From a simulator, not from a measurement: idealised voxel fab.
The document below concerns the process module designated voxel ribs on slabs.
155 nm wide, 5 nm square cells: that's cross-section cut.
This document writes a cross-section as a grid whose cells are square, and gives it as bands, listed from the top down; one or more rows of cells form a band.
The band entry comprises the height of the band's top followed by the height of its bottom, expressed in nm, and subsequently the band's materials from left to right, each stated together with its width in nm. Where a single material is marked with the word "everywhere", that material fills the band from edge to edge. The word "empty" represents empty space.
A quick word on heights: they are counted from 0, and under that level the wafer as it came to us is one material throughout. The lowest band is different from the rest in having no bottom; it simply continues downward, written as in "0 and below".
Width: "30 to 40" (first number = top row, second number = bottom row, same change from row to row of cells).
"nothing changed" for a step: no cell of the cross-section changed in that step.
Any empty space of 8 cells or more lacking an open way to the top shows up in "Non-vented voids" as width x height at distance, distance from the left edge, in nm.
The remark found on a step's line after its settings is issued by the simulator itself and pertains to that step.
"overlay nm" denotes, for a step that has a mask, the displacement of the mask to the right of its planned place, with negative values corresponding to the left.

[The planned process steps are enumerated hereunder]
- 1: RECEIVE, material Si
- 2: DIRECTIONAL_DEP, material SiO2, thk nm 20
- 3: DIRECTIONAL_DEP, material SiN, thk nm 25
- 4: PATTERN, tone cover, mask id RIB, material resist, width nm 30, thk nm 20, overlay nm 0
- 5: DIRECTIONAL_ETCH, etch materials SiN, depth nm 15
- 6: STRIP, etch materials resist
- 7: MASKED_ETCH, tone cover, mask id SLAB, width nm 90, etch materials SiN, depth nm 10, overlay nm 0
- 8: FILL_DEP, material SiO2, thk nm 15
- 9: CMP, height nm 55
- 10: DIRECTIONAL_DEP, material W, thk nm 5
- 11: PATTERN, tone cover, mask id HEATER, material resist, width nm 40, thk nm 20, overlay nm 0
- 12: DIRECTIONAL_ETCH, etch materials W, depth nm 10
- 13: STRIP, etch materials resist
- 14: CONFORMAL_DEP, material SiO2, thk nm 5
Variable across wafers: step 10 thk nm (plan value is that of the first wafer; starting state common to all).

[Cross-section, first of several wafers, as delivered after step 1]
* 0 and below = Si everywhere
* Non-vented voids: none

[each wafer at the end: cells of each material gained (+) or lost (-) since it was received, then its closed voids]
thk nm 5 | +54 SiN | +320 SiO2 | +8 W | Non-vented voids: none
thk nm 10 | +54 SiN | +322 SiO2 | +16 W | Non-vented voids: none
thk nm 15 | +54 SiN | +322 SiO2 | +47 W | Non-vented voids: none
thk nm 20 | +54 SiN | +322 SiO2 | +78 W | Non-vented voids: none
thk nm 25 | +54 SiN | +322 SiO2 | +109 W | Non-vented voids: none
